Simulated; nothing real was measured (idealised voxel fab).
This section sets out a process module, namely voxel self aligned vias.
Displayed cross-section: cut, width of 245 nm, square cells sized 5 nm.
How to read a cross-section here: the picture is a grid of square cells, written as bands going from the top down, and any band can span one or more rows of cells. Read a band's entry like this: the first values are the height of its top and the height of its bottom in nm, and what follows is the sequence of materials from left to right, each with its width in nm. Note that "blank" is empty space, and that a single material marked "all across" reaches across the band from edge to edge. Height datum 0, below which the as-received substrate wafer is one material. Lowest band open at the bottom, running downward: "z 0 and below". A two-number width, for instance "30..40", indicates that the width is equal to the first number in the top row of the band and to the second number in the bottom row, and that it changes by a constant amount per row of cells. "no modifications", as given for a step, is the statement that not any cell of the cross-section underwent a change during that step. For the entry "Internal closed voids", the listed items are empty spaces with no open way to the top whose size is 8 cells or more; each item follows the pattern width x height at distance, where distance is from the left edge and all three are in nm. Anything after a step's settings on that line? It's the simulator's own note about the step. "overlay nm" on a masked step: distance the mask lay right of its planned place, negative for left.

plan:
1,RECEIVE with material Si
2,CONFORMAL_DEP with material SiO2, thk nm 15
3,CONFORMAL_DEP with material SiCN, thk nm 5
4,DIRECTIONAL_DEP with material SiO2, thk nm 25
5,MASKED_ETCH with tone open, mask id LINES, width nm 25, pitch nm 65, etch materials SiO2, depth nm 25, overlay nm 0
6,CONFORMAL_DEP with material TiN, thk nm 5
7,FILL_DEP with material Ru, thk nm 5
8,CMP with height nm 45
9,SELECTIVE_ETCH with etch materials W Ru TiN, depth nm 5
10,FILL_DEP with material SiN, thk nm 5
11,CMP with height nm 45
12,DIRECTIONAL_DEP with material SiO2, thk nm 15
13,DIRECTIONAL_DEP with material aC, thk nm 10
14,PATTERN with tone open, mask id VIAS, material resist, width nm 45, pitch nm 130, thk nm 25, overlay nm 0
15,DIRECTIONAL_ETCH with etch materials aC, depth nm 10
16,STRIP with etch materials resist
17,DIRECTIONAL_ETCH with etch materials SiO2, depth nm 15
18,DIRECTIONAL_ETCH with etch materials SiN, depth nm 5
19,STRIP with etch materials aC
20,CONFORMAL_DEP with material TiN, thk nm 5
21,FILL_DEP with material Ru, thk nm 10
22,CMP with height nm 60
23,CONFORMAL_DEP with material SiN, thk nm 5

Cross-section of the wafer upon arrival, representing the state reached after step 1:
	z 0 and below  Si all across
	Internal closed voids: none

Starting structure and process plan are as shown above, but one mistake was made in running the module; the wafer cross-section at the end of the module follows:
	z 60 to 55  SiN all across
	z 55 to 45  SiO2=35, then TiN=5..15, then Ru=35..15, then TiN=5..15, then SiO2=85, then TiN=5..15, then Ru=35..15, then TiN=5..15, then SiO2=35
	z 45 to 40  SiO2=45, then TiN=25, then SiO2=40, then SiN=25, then SiO2=40, then TiN=25, then SiO2=45
	z 40 to 25  SiO2=45, then TiN=5, then Ru=15, then TiN=5, then SiO2=40, then TiN=5, then Ru=15, then TiN=5, then SiO2=40, then TiN=5, then Ru=15, then TiN=5, then SiO2=45
	z 25 to 20  SiO2=45, then TiN=25, then SiO2=40, then TiN=25, then SiO2=40, then TiN=25, then SiO2=45
	z 20 to 15  SiCN all across
	z 15 to 0  SiO2 all across
	z 0 and below  Si all across
	Internal closed voids: none
Run error: contrary to plan, step 22 was performed as CMP with height nm 55
